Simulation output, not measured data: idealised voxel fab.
Process module, titled voxel self aligned contacts
Xsec cut, 200 nm wide, square cell size 5 nm.
When this document writes out a cross-section, it uses a grid of square cells and lists it as bands, beginning at the top and moving down, with a band standing for one or more rows of cells. Look at the band entry: it leads with the top's height and the bottom's height in nm. Then it lists the materials left to right, with a width in nm for each. The word "all across" on a single material says that material fills the band edge to edge. The word "empty" is empty space. Basically, 0 is our baseline, since under it the wafer straight out of the box is all one material. The bottom band has no lower end and keeps on going down, so it looks like "from 0 down". Quick explanation for "30 to 40": the width changes in equal steps down the rows of cells, from the first number in the band's top row to the second number in its bottom row. What does "remained unchanged" mean for a step? It means no cell of the cross-section changed in that step. Closed empty spaces (no open way to the top) of 8 cells or more are what "Enclosed void list" lists, each as width x height at distance from the left edge, nm for all three. The remark found on a step's line after its settings is issued by the simulator itself and pertains to that step. The optional step-line setting "overlay nm" applies to steps with a mask and quantifies how far to the right of its planned location the mask lay, a negative value indicating leftward placement.
List of planned process steps:
| 1 | RECEIVE: material Si |
| 2 | CONFORMAL_DEP: material SiO2, thk nm 5 |
| 3 | DIRECTIONAL_DEP: material polySi, thk nm 30 |
| 4 | DIRECTIONAL_DEP: material SiN, thk nm 20 |
| 5 | DIRECTIONAL_DEP: material aC, thk nm 15 |
| 6 | PATTERN: tone cover, mask id GATE, material resist, width nm 35, pitch nm 60, thk nm 35, overlay nm 0 |
| 7 | DIRECTIONAL_ETCH: etch materials aC, depth nm 15 |
| 8 | STRIP: etch materials resist |
| 9 | DIRECTIONAL_ETCH: etch materials SiN, depth nm 20 |
| 10 | DIRECTIONAL_ETCH: etch materials polySi, depth nm 30 |
| 11 | STRIP: etch materials aC |
| 12 | CONFORMAL_DEP: material SiN, thk nm 5 |
| 13 | DIRECTIONAL_ETCH: etch materials SiN, depth nm 5 |
| 14 | FILL_DEP: material SiO2, thk nm 15 |
| 15 | CMP: height nm 60 |
| 16 | MASKED_ETCH: tone open, mask id CONTACT, width nm 45, pitch nm 60, etch materials SiO2, depth nm 60, overlay nm 0 |
| 17 | CONFORMAL_DEP: material TiN, thk nm 5 |
| 18 | FILL_DEP: material Ru, thk nm 10 |
| 19 | CMP: height nm 60 |
| 20 | CONFORMAL_DEP: material SiCN, thk nm 5 |
What follows covers the first of two wafers; it ran as planned:
Cross-section, incoming material, after step 1:
	from 0 down | Si all across
	Enclosed void list: none
After step 2, in cross-section:
	from 5 to 0 | SiO2 all across
	Note: structure below 0 unchanged.
After step 3, in cross-section:
	from 35 to 5 | polySi all across
	Note: structure below 5 unchanged.
After step 4, in cross-section:
	from 55 to 35 | SiN all across
	Note: structure below 35 unchanged.
After step 5, in cross-section:
	from 70 to 55 | aC all across
	Note: structure below 55 unchanged.
After step 6, in cross-section:
	from 105 to 70 | empty=20 | resist=35 | empty=25 | resist=35 | empty=25 | resist=35 | empty=25
	Note: structure below 70 unchanged.
After step 7, in cross-section:
	from 90 to 70 | empty=20 | resist=35 | empty=25 | resist=35 | empty=25 | resist=35 | empty=25
	from 70 to 55 | empty=20 | aC=35 | empty=25 | aC=35 | empty=25 | aC=35 | empty=25
	Note: structure below 55 unchanged.
After step 8, in cross-section:
	from 70 to 55 | empty=20 | aC=35 | empty=25 | aC=35 | empty=25 | aC=35 | empty=25
	Note: structure below 55 unchanged.
After step 9, in cross-section:
	from 70 to 55 | empty=20 | aC=35 | empty=25 | aC=35 | empty=25 | aC=35 | empty=25
	from 55 to 35 | empty=20 | SiN=35 | empty=25 | SiN=35 | empty=25 | SiN=35 | empty=25
	Note: structure below 35 unchanged.
After step 10, in cross-section:
	from 70 to 55 | empty=20 | aC=35 | empty=25 | aC=35 | empty=25 | aC=35 | empty=25
	from 55 to 35 | empty=20 | SiN=35 | empty=25 | SiN=35 | empty=25 | SiN=35 | empty=25
	from 35 to 5 | empty=20 | polySi=35 | empty=25 | polySi=35 | empty=25 | polySi=35 | empty=25
	Note: structure below 5 unchanged.
After step 11, in cross-section:
	from 55 to 35 | empty=20 | SiN=35 | empty=25 | SiN=35 | empty=25 | SiN=35 | empty=25
	Note: structure below 35 unchanged.
After step 12, in cross-section:
	from 60 to 35 | empty=15 | SiN=45 | empty=15 | SiN=45 | empty=15 | SiN=45 | empty=20
	from 35 to 10 | empty=15 | SiN=5 | polySi=35 | SiN=5 | empty=15 | SiN=5 | polySi=35 | SiN=5 | empty=15 | SiN=5 | polySi=35 | SiN=5 | empty=20
	from 10 to 5 | SiN=20 | polySi=35 | SiN=25 | polySi=35 | SiN=25 | polySi=35 | SiN=25
	Note: structure below 5 unchanged.
After step 13, in cross-section:
	from 55 to 35 | empty=15 | SiN=45 | empty=15 | SiN=45 | empty=15 | SiN=45 | empty=20
	from 35 to 5 | empty=15 | SiN=5 | polySi=35 | SiN=5 | empty=15 | SiN=5 | polySi=35 | SiN=5 | empty=15 | SiN=5 | polySi=35 | SiN=5 | empty=20
	Note: structure below 5 unchanged.
After step 14, in cross-section:
	from 70 to 55 | SiO2 all across
	from 55 to 35 | SiO2=15 | SiN=45 | SiO2=15 | SiN=45 | SiO2=15 | SiN=45 | SiO2=20
	from 35 to 5 | SiO2=15 | SiN=5 | polySi=35 | SiN=5 | SiO2=15 | SiN=5 | polySi=35 | SiN=5 | SiO2=15 | SiN=5 | polySi=35 | SiN=5 | SiO2=20
	Note: structure below 5 unchanged.
After step 15, in cross-section:
	from 60 to 55 | SiO2 all across
	Note: structure below 55 unchanged.
After step 16, in cross-section:
	from 60 to 55 | SiO2=45 | empty=45 | SiO2=15 | empty=45 | SiO2=50
	from 55 to 35 | SiO2=15 | SiN=45 | empty=15 | SiN=45 | empty=15 | SiN=45 | SiO2=20
	from 35 to 5 | SiO2=15 | SiN=5 | polySi=35 | SiN=5 | empty=15 | SiN=5 | polySi=35 | SiN=5 | empty=15 | SiN=5 | polySi=35 | SiN=5 | SiO2=20
	from 5 to 0 | SiO2=60 | empty=15 | SiO2=45 | empty=15 | SiO2=65
	Note: structure below 0 unchanged.
After step 17, in cross-section:
	from 65 to 60 | TiN=50 | empty=35 | TiN=25 | empty=35 | TiN=55
	from 60 to 55 | SiO2=45 | TiN=20 | empty=5 | TiN=20 | SiO2=15 | TiN=20 | empty=5 | TiN=20 | SiO2=50
	from 55 to 35 | SiO2=15 | SiN=45 | TiN=5 | empty=5 | TiN=5 | SiN=45 | TiN=5 | empty=5 | TiN=5 | SiN=45 | SiO2=20
	from 35 to 5 | SiO2=15 | SiN=5 | polySi=35 | SiN=5 | TiN=5 | empty=5 | TiN=5 | SiN=5 | polySi=35 | SiN=5 | TiN=5 | empty=5 | TiN=5 | SiN=5 | polySi=35 | SiN=5 | SiO2=20
	from 5 to 0 | SiO2=60 | TiN=15 | SiO2=45 | TiN=15 | SiO2=65
	Note: structure below 0 unchanged.
After step 18, in cross-section:
	from 75 to 65 | Ru all across
	from 65 to 60 | TiN=50 | Ru=35 | TiN=25 | Ru=35 | TiN=55
	from 60 to 55 | SiO2=45 | TiN=20 | Ru=5 | TiN=20 | SiO2=15 | TiN=20 | Ru=5 | TiN=20 | SiO2=50
	from 55 to 35 | SiO2=15 | SiN=45 | TiN=5 | Ru=5 | TiN=5 | SiN=45 | TiN=5 | Ru=5 | TiN=5 | SiN=45 | SiO2=20
	from 35 to 5 | SiO2=15 | SiN=5 | polySi=35 | SiN=5 | TiN=5 | Ru=5 | TiN=5 | SiN=5 | polySi=35 | SiN=5 | TiN=5 | Ru=5 | TiN=5 | SiN=5 | polySi=35 | SiN=5 | SiO2=20
	Note: structure below 5 unchanged.
After step 19, in cross-section:
	from 60 to 55 | SiO2=45 | TiN=20 | Ru=5 | TiN=20 | SiO2=15 | TiN=20 | Ru=5 | TiN=20 | SiO2=50
	Note: structure below 55 unchanged.
After step 20, in cross-section:
	from 65 to 60 | SiCN all across
	Note: structure below 60 unchanged.
Second wafer - shared start and plan with the first - one error in running - same as the first up to step 9 inclusive:
Cross-section of the second wafer at the time by which step 10 should have been completed according to the plan:
	from 70 to 55 | empty=20 | aC=35 | empty=25 | aC=35 | empty=25 | aC=35 | empty=25
	from 55 to 35 | empty=20 | SiN=35 | empty=25 | SiN=35 | empty=25 | SiN=35 | empty=25
	from 35 to 15 | empty=20 | polySi=35 | empty=25 | polySi=35 | empty=25 | polySi=35 | empty=25
	Note: structure below 15 unchanged.
Cross-section of the second wafer at the time by which step 11 should have been completed according to the plan:
	from 55 to 35 | empty=20 | SiN=35 | empty=25 | SiN=35 | empty=25 | SiN=35 | empty=25
	Note: structure below 35 unchanged.
Cross-section of the second wafer at the time by which step 12 should have been completed according to the plan:
	from 60 to 35 | empty=15 | SiN=45 | empty=15 | SiN=45 | empty=15 | SiN=45 | empty=20
	from 35 to 20 | empty=15 | SiN=5 | polySi=35 | SiN=5 | empty=15 | SiN=5 | polySi=35 | SiN=5 | empty=15 | SiN=5 | polySi=35 | SiN=5 | empty=20
	from 20 to 15 | SiN=20 | polySi=35 | SiN=25 | polySi=35 | SiN=25 | polySi=35 | SiN=25
	Note: structure below 15 unchanged.
Cross-section of the second wafer at the time by which step 13 should have been completed according to the plan:
	from 55 to 35 | empty=15 | SiN=45 | empty=15 | SiN=45 | empty=15 | SiN=45 | empty=20
	from 35 to 15 | empty=15 | SiN=5 | polySi=35 | SiN=5 | empty=15 | SiN=5 | polySi=35 | SiN=5 | empty=15 | SiN=5 | polySi=35 | SiN=5 | empty=20
	Note: structure below 15 unchanged.
Cross-section of the second wafer at the time by which step 14 should have been completed according to the plan:
	from 70 to 55 | SiO2 all across
	from 55 to 35 | SiO2=15 | SiN=45 | SiO2=15 | SiN=45 | SiO2=15 | SiN=45 | SiO2=20
	from 35 to 15 | SiO2=15 | SiN=5 | polySi=35 | SiN=5 | SiO2=15 | SiN=5 | polySi=35 | SiN=5 | SiO2=15 | SiN=5 | polySi=35 | SiN=5 | SiO2=20
	Note: structure below 15 unchanged.
Cross-section of the second wafer at the time by which step 15 should have been completed according to the plan:
	from 60 to 55 | SiO2 all across
	Note: structure below 55 unchanged.
Cross-section of the second wafer at the time by which step 16 should have been completed according to the plan:
	from 60 to 55 | SiO2=45 | empty=45 | SiO2=15 | empty=45 | SiO2=50
	from 55 to 35 | SiO2=15 | SiN=45 | empty=15 | SiN=45 | empty=15 | SiN=45 | SiO2=20
	from 35 to 15 | SiO2=15 | SiN=5 | polySi=35 | SiN=5 | empty=15 | SiN=5 | polySi=35 | SiN=5 | empty=15 | SiN=5 | polySi=35 | SiN=5 | SiO2=20
	Note: structure below 15 unchanged.
Cross-section of the second wafer at the time by which step 17 should have been completed according to the plan:
	from 65 to 60 | TiN=50 | empty=35 | TiN=25 | empty=35 | TiN=55
	from 60 to 55 | SiO2=45 | TiN=20 | empty=5 | TiN=20 | SiO2=15 | TiN=20 | empty=5 | TiN=20 | SiO2=50
	from 55 to 35 | SiO2=15 | SiN=45 | TiN=5 | empty=5 | TiN=5 | SiN=45 | TiN=5 | empty=5 | TiN=5 | SiN=45 | SiO2=20
	from 35 to 20 | SiO2=15 | SiN=5 | polySi=35 | SiN=5 | TiN=5 | empty=5 | TiN=5 | SiN=5 | polySi=35 | SiN=5 | TiN=5 | empty=5 | TiN=5 | SiN=5 | polySi=35 | SiN=5 | SiO2=20
	from 20 to 15 | SiO2=15 | SiN=5 | polySi=35 | SiN=5 | TiN=15 | SiN=5 | polySi=35 | SiN=5 | TiN=15 | SiN=5 | polySi=35 | SiN=5 | SiO2=20
	Note: structure below 15 unchanged.
Cross-section of the second wafer at the time by which step 18 should have been completed according to the plan:
	from 75 to 65 | Ru all across
	from 65 to 60 | TiN=50 | Ru=35 | TiN=25 | Ru=35 | TiN=55
	from 60 to 55 | SiO2=45 | TiN=20 | Ru=5 | TiN=20 | SiO2=15 | TiN=20 | Ru=5 | TiN=20 | SiO2=50
	from 55 to 35 | SiO2=15 | SiN=45 | TiN=5 | Ru=5 | TiN=5 | SiN=45 | TiN=5 | Ru=5 | TiN=5 | SiN=45 | SiO2=20
	from 35 to 20 | SiO2=15 | SiN=5 | polySi=35 | SiN=5 | TiN=5 | Ru=5 | TiN=5 | SiN=5 | polySi=35 | SiN=5 | TiN=5 | Ru=5 | TiN=5 | SiN=5 | polySi=35 | SiN=5 | SiO2=20
	Note: structure below 20 unchanged.
Cross-section of the second wafer at the time by which step 19 should have been completed according to the plan:
	from 60 to 55 | SiO2=45 | TiN=20 | Ru=5 | TiN=20 | SiO2=15 | TiN=20 | Ru=5 | TiN=20 | SiO2=50
	Note: structure below 55 unchanged.
Cross-section of the second wafer at the time by which step 20 should have been completed according to the plan:
	from 65 to 60 | SiCN all across
	Note: structure below 60 unchanged.
What was the processing mistake? so step 10 ended up running with a different setting than we planned, it ran as DIRECTIONAL_ETCH: etch materials polySi, depth nm 20
It is noted that, at the conclusion of processing, the second wafer exhibits a higher or lower cell count for certain materials relative to the first: Ru: 6 fewer, SiN: 12 fewer, SiO2: 8 fewer, TiN: 12 fewer, polySi: 38 more
